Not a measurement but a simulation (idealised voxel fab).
Documented hereafter: the process module known as voxel transistor to metal.
Xsec cut, 190 nm wide, square cell size 5 nm.
Just so we're on the same page, the cross-sections are grids of square cells, and they're listed out in bands top to bottom, each band one or more rows deep. Heights first: top, then bottom, in nm. Then materials, left to right, each with a width in nm. "throughout" on a single material: fills the band edge to edge. "empty": empty space. Heads up on the height convention: 0 is the point under which the incoming wafer is all one material, and the lowest band has no bottom, it just keeps going down, like "0 down". A width given as "30 to 40" starts at the first number in the band's top row and ends at the second number in its bottom row, shifting by an equal amount at every step from row to row. Where the words "everything unchanged" appear for a step, the cross-section shows no cell changed by that step; every cell remained as before. "Voids lacking openings" specifies each empty space that is not open to the top and that occupies no fewer than 8 cells, using the form width x height at distance, the distance measured from the left edge and all three quantities in nm. It should be noted that, on the line of a given step, the content following the step's settings is a remark produced by the simulator itself with respect to that step. Among the settings permitted on a step's line is "overlay nm"; applied to a step with a mask, it specifies the extent to which the mask lay to the right of its planned position, whereas a negative figure signifies a position to the left.

**List of planned process steps**
1,RECEIVE (material Si)
2,OXIDIZE (depth nm 5)
3,CONFORMAL_DEP (material SiN; thk nm 15)
4,MASKED_ETCH (tone cover; mask id ACTIVE; width nm 105; etch materials SiN; depth nm 15; overlay nm 0)
5,MASKED_ETCH (tone cover; mask id ACTIVE; width nm 105; etch materials SiO2; depth nm 5; overlay nm 0)
6,MASKED_ETCH (tone cover; mask id ACTIVE; width nm 105; etch materials Si; depth nm 30; overlay nm 0)
7,OXIDIZE (depth nm 5)
8,FILL_DEP (material SiO2; thk nm 10)
9,CMP (height nm 15)
10,SELECTIVE_ETCH (etch materials SiO2; depth nm 5)
11,STRIP (etch materials SiN)
12,SELECTIVE_ETCH (etch materials SiO2; depth nm 5)
13,OXIDIZE (depth nm 5)
14,DIRECTIONAL_DEP (material polySi; thk nm 20)
15,DIRECTIONAL_DEP (material SiCN; thk nm 10)
16,MASKED_ETCH (tone cover; mask id GATE; width nm 15; etch materials SiCN; depth nm 20; overlay nm 0)
17,MASKED_ETCH (tone cover; mask id GATE; width nm 15; etch materials polySi; depth nm 30; overlay nm 0)
18,CONFORMAL_DEP (material SiO2; thk nm 5)
19,DIRECTIONAL_ETCH (etch materials SiO2; depth nm 5)
20,CONFORMAL_DEP (material SiN; thk nm 5)
21,DIRECTIONAL_ETCH (etch materials SiN; depth nm 5)
22,DIRECTIONAL_ETCH (etch materials SiO2; depth nm 5)
23,DIRECTIONAL_ETCH (etch materials Si; depth nm 15)
24,EPI (material nSi; thk nm 15)
25,FILL_DEP (material SiO2; thk nm 10)
26,CMP (height nm 25)
27,DIRECTIONAL_DEP (material SiO2; thk nm 10)
28,DIRECTIONAL_DEP (material aC; thk nm 10)
29,PATTERN (tone open; mask id CONTACT; material resist; width nm 30; pitch nm 55; thk nm 30; overlay nm 0)
30,DIRECTIONAL_ETCH (etch materials aC; depth nm 10)
31,STRIP (etch materials resist)
32,DIRECTIONAL_ETCH (etch materials SiO2; depth nm 45)
33,STRIP (etch materials aC)
34,CONFORMAL_DEP (material TiN; thk nm 5)
35,FILL_DEP (material W; thk nm 10)
36,CMP (height nm 35)
37,DIRECTIONAL_DEP (material TiN; thk nm 5)
38,DIRECTIONAL_DEP (material Ru; thk nm 15)
39,PATTERN (tone cover; mask id METAL_1; material resist; width nm 15; pitch nm 70; thk nm 20; overlay nm 0)
40,DIRECTIONAL_ETCH (etch materials Ru; depth nm 15)
41,DIRECTIONAL_ETCH (etch materials TiN; depth nm 5)
42,STRIP (etch materials resist)
43,CONFORMAL_DEP (material SiN; thk nm 5)
44,FILL_DEP (material SiO2; thk nm 5)
45,CMP (height nm 55)
46,CONFORMAL_DEP (material SiCN; thk nm 5)
47,DIRECTIONAL_DEP (material SiO2; thk nm 30)
48,DIRECTIONAL_DEP (material aC; thk nm 15)
49,PATTERN (tone open; mask id METAL_2; material resist; width nm 15; pitch nm 70; thk nm 30; overlay nm 0)
50,DIRECTIONAL_ETCH (etch materials aC; depth nm 15)
51,STRIP (etch materials resist)
52,DIRECTIONAL_ETCH (etch materials SiO2; depth nm 20)
53,STRIP (etch materials aC)
54,MASKED_ETCH (tone open; mask id METAL_2_HOLES; width nm 15; pitch nm 70; etch materials SiO2; depth nm 10; overlay nm 0)
55,MASKED_ETCH (tone open; mask id METAL_2_HOLES; width nm 15; pitch nm 70; etch materials SiCN; depth nm 5; overlay nm 0)
56,CONFORMAL_DEP (material TiN; thk nm 5)
57,FILL_DEP (material Cu; thk nm 5)
58,CMP (height nm 90)
59,CONFORMAL_DEP (material SiCN; thk nm 5)

**The cross-section here shows the wafer as received, i.e. in its state after step 1**
- 0 down: Si throughout
- Voids lacking openings: none

**Below is the wafer in cross-section after the module was completed. It began from the starting point shown above and followed the plan shown above, except that one mistake was made while running it**
- 95 to 90: SiCN throughout
- 90 to 60: SiO2 50 nm  TiN 5 nm  Cu 5 nm  TiN 5 nm  SiO2 55 nm  TiN 5 nm  Cu 5 nm  TiN 5 nm  SiO2 55 nm
- 60 to 55: SiCN 50 nm  TiN 15 nm  SiCN 55 nm  TiN 15 nm  SiCN 55 nm
- 55 to 40: SiO2 45 nm  SiN 5 nm  Ru 15 nm  SiN 5 nm  SiO2 45 nm  SiN 5 nm  Ru 15 nm  SiN 5 nm  SiO2 50 nm
- 40 to 35: SiN 50 nm  TiN 15 nm  SiN 55 nm  TiN 15 nm  SiN 55 nm
- 35 to 30: SiO2 50 nm  TiN 5 nm  W 20 nm  TiN 5 nm  SiO2 25 nm  TiN 5 nm  W 20 nm  TiN 5 nm  SiO2 55 nm
- 30 to 25: SiO2 50 nm  TiN 30 nm  SiO2 25 nm  TiN 30 nm  SiO2 55 nm
- 25 to 15: polySi 35 nm  SiCN 50 nm  SiO2 5 nm  SiN 5 nm  SiO2 5 nm  SiCN 50 nm  polySi 40 nm
- 15 to 5: polySi throughout
- 5 to -5: SiO2 35 nm  polySi 115 nm  SiO2 40 nm
- -5 to -10: SiO2 throughout
- -10 to -40: SiO2 45 nm  Si 95 nm  SiO2 50 nm
- -40 down: Si throughout
- Voids lacking openings: none
Against the plan, the run slipped here: step 16 off recipe, ran as MASKED_ETCH (tone open; mask id GATE; width nm 15; etch materials SiCN; depth nm 20; overlay nm 0)
